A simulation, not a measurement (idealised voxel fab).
Process module, titled voxel tone inversion
Square cells of 5 nm make up the cross-section cut, whose width is 250 nm.
Format of a cross-section: grid, square cells. Given as bands. Order: top down. Band: one or more rows of cells. Heights first: top, then bottom, in nm. Then materials, left to right, each with a width in nm. "throughout" on a single material: fills the band edge to edge. "empty": empty space. For the purposes of this specification, 0 denotes the height below which the wafer in its as-received condition is composed wholly of one material, and the lowermost band, lacking a lower limit, extends downward without end, as expressed in "0 down". So if you see something like "30..40" for the width, read it as the top row of the band sitting at the first number and the bottom row at the second, with every row in between moving by the same amount as the last. You'll sometimes find "no change" written for a step, and that's the way of saying that nowhere in the cross-section did a cell change during that step. Listed in "Enclosed void entries": every empty space of 8 or more cells without an open way to the top. Form: width x height at distance, the distance being from the left edge, all in nm. Read whatever lies past the settings on a step's line as the simulator's own remark about the step. For masked steps, "overlay nm" on the step line gives how far right of plan the mask actually lay; a minus sign means it lay to the left.

THE PROCESS STEPS THAT WERE PLANNED ARE LISTED BELOW
- 1: RECEIVE,material Si
- 2: CONFORMAL_DEP,material SiN,thk nm 5
- 3: DIRECTIONAL_DEP,material polySi,thk nm 25
- 4: PATTERN,tone cover,mask id POSTS,material resist,width nm 20,pitch nm 35,thk nm 30,overlay nm 0
- 5: DIRECTIONAL_ETCH,etch materials polySi,depth nm 25
- 6: STRIP,etch materials resist
- 7: FILL_DEP,material SiO2,thk nm 5
- 8: CMP,height nm 30
- 9: STRIP,etch materials polySi

ACCOUNT OF THE FIRST OF TWO WAFERS, WHICH WAS PROCESSED AS INTENDED

CROSS-SECTION OF THE WAFER UPON ARRIVAL, REPRESENTING THE STATE REACHED AFTER STEP 1
    0 down: Si throughout
    Enclosed void entries: none

WAFER SECTION VIEW AFTER PROCESSING STEP 2
    5 to 0: SiN throughout
    At heights below 0, the structure remains unaltered.

WAFER SECTION VIEW AFTER PROCESSING STEP 3
    30 to 5: polySi throughout
    At heights below 5, the structure remains unaltered.

WAFER SECTION VIEW AFTER PROCESSING STEP 4
    60 to 30: empty=95; resist=20; empty=15; resist=20; empty=100
    At heights below 30, the structure remains unaltered.

WAFER SECTION VIEW AFTER PROCESSING STEP 5
    60 to 30: empty=95; resist=20; empty=15; resist=20; empty=100
    30 to 5: empty=95; polySi=20; empty=15; polySi=20; empty=100
    At heights below 5, the structure remains unaltered.

WAFER SECTION VIEW AFTER PROCESSING STEP 6
    30 to 5: empty=95; polySi=20; empty=15; polySi=20; empty=100
    At heights below 5, the structure remains unaltered.

WAFER SECTION VIEW AFTER PROCESSING STEP 7
    35 to 30: SiO2 throughout
    30 to 5: SiO2=95; polySi=20; SiO2=15; polySi=20; SiO2=100
    At heights below 5, the structure remains unaltered.

WAFER SECTION VIEW AFTER PROCESSING STEP 8
    30 to 5: SiO2=95; polySi=20; SiO2=15; polySi=20; SiO2=100
    At heights below 5, the structure remains unaltered.

WAFER SECTION VIEW AFTER PROCESSING STEP 9
    30 to 5: SiO2=95; empty=20; SiO2=15; empty=20; SiO2=100
    At heights below 5, the structure remains unaltered.

THE SECOND WAFER BEGAN EXACTLY AS THE FIRST DID AND FOLLOWED THE SAME PLAN, BUT ONE MISTAKE WAS MADE WHILE RUNNING IT; THROUGH STEP 3 INCLUSIVE, THE TWO WAFERS ARE IDENTICAL

SECOND WAFER AT THE PLANNED FINISH OF STEP 4, SEEN IN CROSS-SECTION
    60 to 30: resist=95; empty=20; resist=15; empty=20; resist=100
    At heights below 30, the structure remains unaltered.

SECOND WAFER AT THE PLANNED FINISH OF STEP 5, SEEN IN CROSS-SECTION
    60 to 30: resist=95; empty=20; resist=15; empty=20; resist=100
    30 to 5: polySi=95; empty=20; polySi=15; empty=20; polySi=100
    At heights below 5, the structure remains unaltered.

SECOND WAFER AT THE PLANNED FINISH OF STEP 6, SEEN IN CROSS-SECTION
    30 to 5: polySi=95; empty=20; polySi=15; empty=20; polySi=100
    At heights below 5, the structure remains unaltered.

SECOND WAFER AT THE PLANNED FINISH OF STEP 7, SEEN IN CROSS-SECTION
    35 to 30: SiO2 throughout
    30 to 5: polySi=95; SiO2=20; polySi=15; SiO2=20; polySi=100
    At heights below 5, the structure remains unaltered.

SECOND WAFER AT THE PLANNED FINISH OF STEP 8, SEEN IN CROSS-SECTION
    30 to 5: polySi=95; SiO2=20; polySi=15; SiO2=20; polySi=100
    At heights below 5, the structure remains unaltered.

SECOND WAFER AT THE PLANNED FINISH OF STEP 9, SEEN IN CROSS-SECTION
    30 to 5: empty=95; SiO2=20; empty=15; SiO2=20; empty=100
    At heights below 5, the structure remains unaltered.
Where did the run depart from the plan? step 4 changed vs plan, executed as PATTERN,tone open,mask id POSTS,material resist,width nm 20,pitch nm 35,thk nm 30,overlay nm 0
End of process, cell counts, second wafer against first, materials with more or fewer: 170 fewer of SiO2
